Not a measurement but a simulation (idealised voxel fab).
process module | voxel plated lines
cross-section cut | 200 nm wide | cells 5 nm
A cross-section is a grid of square cells, given in bands from the top down. A band is one or more rows of cells.
Each band's line starts with the height of the band's top and of its bottom, in nm. Then come its materials from left to right, each with its width in nm. One material with "throughout" fills the band from edge to edge. "air" is empty space.
Height 0 is the level under which the wafer as received is all one material. The lowest band goes on downwards, as in "0 down".
A width such as "30 to 40" changes by the same amount from each row of cells to the next, from the band's top row to its bottom row.
"no change" after a step means that no cell of the cross-section changed.
closed voids: empty space of 8 cells or more with no open way to the top, each as width x height at its distance from the left edge, in nm
after a step's settings: what the simulator itself notes on the step
overlay nm, on a step with a mask: how far to the right of its planned place the mask lay; to the left if negative
plan
1 op RECEIVE | material Si
2 op CONFORMAL_DEP | material SiN | thk nm 5
3 op DIRECTIONAL_DEP | material TiN | thk nm 5
4 op PATTERN | tone open | mask id LINES | material resist | width nm 25 | pitch nm 45 | thk nm 35 | overlay nm 0
5 op EPI | material Ru | thk nm 5
6 op EPI | material Ru | thk nm 5
7 op EPI | material Ru | thk nm 10
8 op STRIP | etch materials resist
9 op DIRECTIONAL_ETCH | etch materials TiN | depth nm 5
10 op CONFORMAL_DEP | material SiO2 | thk nm 10
as received, after step 1
  0 down: Si throughout
  closed voids: none
first wafer at the end, as planned
  40 to 30: air 30 | SiO2 135 | air 35
  30 to 15: air 30 | SiO2 10 | Ru 25 | SiO2 20 | Ru 25 | SiO2 20 | Ru 25 | SiO2 10 | air 35
  15 to 10: SiO2 40 | Ru 25 | SiO2 20 | Ru 25 | SiO2 20 | Ru 25 | SiO2 45
  10 to 5: SiO2 40 | TiN 25 | SiO2 20 | TiN 25 | SiO2 20 | TiN 25 | SiO2 45
  5 to 0: SiN throughout
  0 down: Si throughout
  closed voids: none
second wafer at the end: like start, like plan, one mistake
  40 to 30: air 20 | SiO2 135 | air 45
  30 to 15: air 20 | SiO2 10 | Ru 25 | SiO2 20 | Ru 25 | SiO2 20 | Ru 25 | SiO2 10 | air 45
  15 to 10: SiO2 30 | Ru 25 | SiO2 20 | Ru 25 | SiO2 20 | Ru 25 | SiO2 55
  10 to 5: SiO2 30 | TiN 25 | SiO2 20 | TiN 25 | SiO2 20 | TiN 25 | SiO2 55
  5 to 0: SiN throughout
  0 down: Si throughout
  closed voids: none
what went wrong: step 4 ran as: op PATTERN | tone open | mask id LINES | material resist | width nm 25 | pitch nm 45 | thk nm 35 | overlay nm -10
at the end the second wafer has, in cells: as many of each material as the first, in other places
